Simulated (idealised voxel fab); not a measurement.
Herein follows the process module entitled voxel lift off.
Pictured: cross-section cut, 270 nm wide, on a grid of 5 nm square cells.
Cross-section = grid of square cells, listed top down in bands; band = one or more rows. Within each band entry, the heights of the top and of the bottom of the band appear first, in that order and in nm; the materials of the band then follow from left to right, each with its corresponding width in nm. The designation "edge to edge" on a single material indicates that it fills the band from edge to edge; the designation "blank" indicates empty space. A quick word on heights: they are counted from 0, and under that level the wafer as it came to us is one material throughout. The lowest band is different from the rest in having no bottom; it simply continues downward, written as in "from 0 down". The width entry "30->40" should be interpreted row by row: the top row of cells in the band takes the first number, the bottom row takes the second number, and the change between adjacent rows is uniform throughout. The cross-section has no changed cell in any step marked "remains unaltered". Reported under the label "Fully closed voids" are the empty spaces having no open way to the top and comprising 8 cells or more; the notation for each is width x height at distance, in which the distance is measured from the left edge and all three values are in nm. Formally, on a step line, whatever follows the settings is a remark that the simulator itself makes on the step. You can add "overlay nm" to a step's line. For a step with a mask, it describes how far the mask lay to the right of its planned position, and a negative number describes a lay to the left.
### Set out below are the planned steps of the process
1) RECEIVE [material Si]
2) CONFORMAL_DEP [material SiO2] [thk nm 5]
3) PATTERN [tone open] [mask id LINES] [material resist] [width nm 15] [pitch nm 45] [thk nm 30] [overlay nm 0]
4) DIRECTIONAL_DEP [material Ru] [thk nm 15]
5) STRIP [etch materials resist]
6) CONFORMAL_DEP [material SiCN] [thk nm 5]
### Here's what the wafer looked like in cross-section when it arrived - that's after step 1
from 0 down: Si edge to edge
Fully closed voids: none
### Same starting wafer, same plan as above, one mistake in the execution; this is the cross-section at the end of the module
from 25 to 20: 80 nm blank, then 25 nm SiCN, then 20 nm blank, then 25 nm SiCN, then 20 nm blank, then 25 nm SiCN, then 75 nm blank
from 20 to 10: 80 nm blank, then 5 nm SiCN, then 15 nm Ru, then 5 nm SiCN, then 20 nm blank, then 5 nm SiCN, then 15 nm Ru, then 5 nm SiCN, then 20 nm blank, then 5 nm SiCN, then 15 nm Ru, then 5 nm SiCN, then 75 nm blank
from 10 to 5: 85 nm SiCN, then 15 nm Ru, then 30 nm SiCN, then 15 nm Ru, then 30 nm SiCN, then 15 nm Ru, then 80 nm SiCN
from 5 to 0: SiO2 edge to edge
from 0 down: Si edge to edge
Fully closed voids: none
Deviation from plan: heads up, step 3 didn't go per plan, it actually ran as PATTERN [tone open] [mask id LINES] [material resist] [width nm 15] [pitch nm 45] [thk nm 30] [overlay nm 5]
